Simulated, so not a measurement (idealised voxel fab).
The document below concerns the process module designated voxel self aligned contacts.
We display cut, a cross-section 235 nm in width whose square cells are each 5 nm.
If you're reading a cross-section in this doc, picture square cells in a grid; it comes to you as bands, top ones listed first down to the bottom, and a band can be one or more rows of cells.
Heights first: top, then bottom, in nm. Then materials, left to right, each with a width in nm. "throughout" on a single material: fills the band edge to edge. "air": empty space.
Beneath 0, the wafer as received is one material, and that level is where height counting begins. The lowest band goes on downward without a bottom; it is written like "0..down".
Graded width ("30->40"): value in top row of band = first number; value in bottom row = second number; row-to-row change constant.
Where a step carries "nothing altered", the cross-section came out of it unchanged, cell for cell.
Closed-off voids of 8+ cells (no open route to the top) go in "Trapped cavities", written width x height at distance from the left edge, in nm.
after a step's settings: what the simulator itself notes on the step
The "overlay nm" setting may appear on a step's line; for a step that uses a mask, it gives how far to the right of its planned position the mask lay, and a negative value indicates the left.
### These are the steps we planned for the process
1. RECEIVE,material Si
2. OXIDIZE,depth nm 5
3. DIRECTIONAL_DEP,material polySi,thk nm 25
4. DIRECTIONAL_DEP,material SiN,thk nm 15
5. PATTERN,tone cover,mask id GATE,material resist,width nm 25,pitch nm 50,thk nm 20,overlay nm 0
6. DIRECTIONAL_ETCH,etch materials SiN,depth nm 15
7. DIRECTIONAL_ETCH,etch materials polySi,depth nm 25
8. STRIP,etch materials resist
9. CONFORMAL_DEP,material SiN,thk nm 5
10. DIRECTIONAL_ETCH,etch materials SiN,depth nm 5
11. FILL_DEP,material SiO2,thk nm 20
12. CMP,height nm 50
13. DIRECTIONAL_DEP,material aC,thk nm 10
14. PATTERN,tone open,mask id CONTACT,material resist,width nm 35,pitch nm 50,thk nm 30,overlay nm 0
15. DIRECTIONAL_ETCH,etch materials aC,depth nm 10
16. STRIP,etch materials resist
17. DIRECTIONAL_ETCH,etch materials SiO2,depth nm 55
18. STRIP,etch materials aC
19. CONFORMAL_DEP,material TiN,thk nm 5
20. FILL_DEP,material Ru,thk nm 10
21. CMP,height nm 50
22. CONFORMAL_DEP,material SiCN,thk nm 5
### Cross-section of the wafer upon arrival, representing the state reached after step 1
    0..down  Si throughout
    Trapped cavities: none
### Starting wafer: above. Plan: above. Run: one mistake. Cross-section after the module: below
    55..50  SiCN throughout
    50..40  SiO2 (75) | TiN (5) | Ru (75) | TiN (5) | SiO2 (75)
    40..30  SiO2 (50) | TiN (30->5) | Ru (75->125) | TiN (30->5) | SiO2 (50)
    30..25  SiO2 (50) | TiN (35) | Ru (15) | TiN (35) | Ru (15) | TiN (35) | SiO2 (50)
    25..5  SiO2 (50) | TiN (5) | polySi (25) | TiN (5) | Ru (15) | TiN (5) | polySi (25) | TiN (5) | Ru (15) | TiN (5) | polySi (25) | TiN (5) | SiO2 (50)
    5..0  SiO2 (50) | TiN (5) | polySi (25) | TiN (10) | Ru (5) | TiN (10) | polySi (25) | TiN (10) | Ru (5) | TiN (10) | polySi (25) | TiN (5) | SiO2 (50)
    0..-5  SiO2 (85) | TiN (15) | SiO2 (35) | TiN (15) | SiO2 (85)
    -5..down  Si throughout
    Trapped cavities: none
Run error: step 18 ran as: STRIP,etch materials SiN
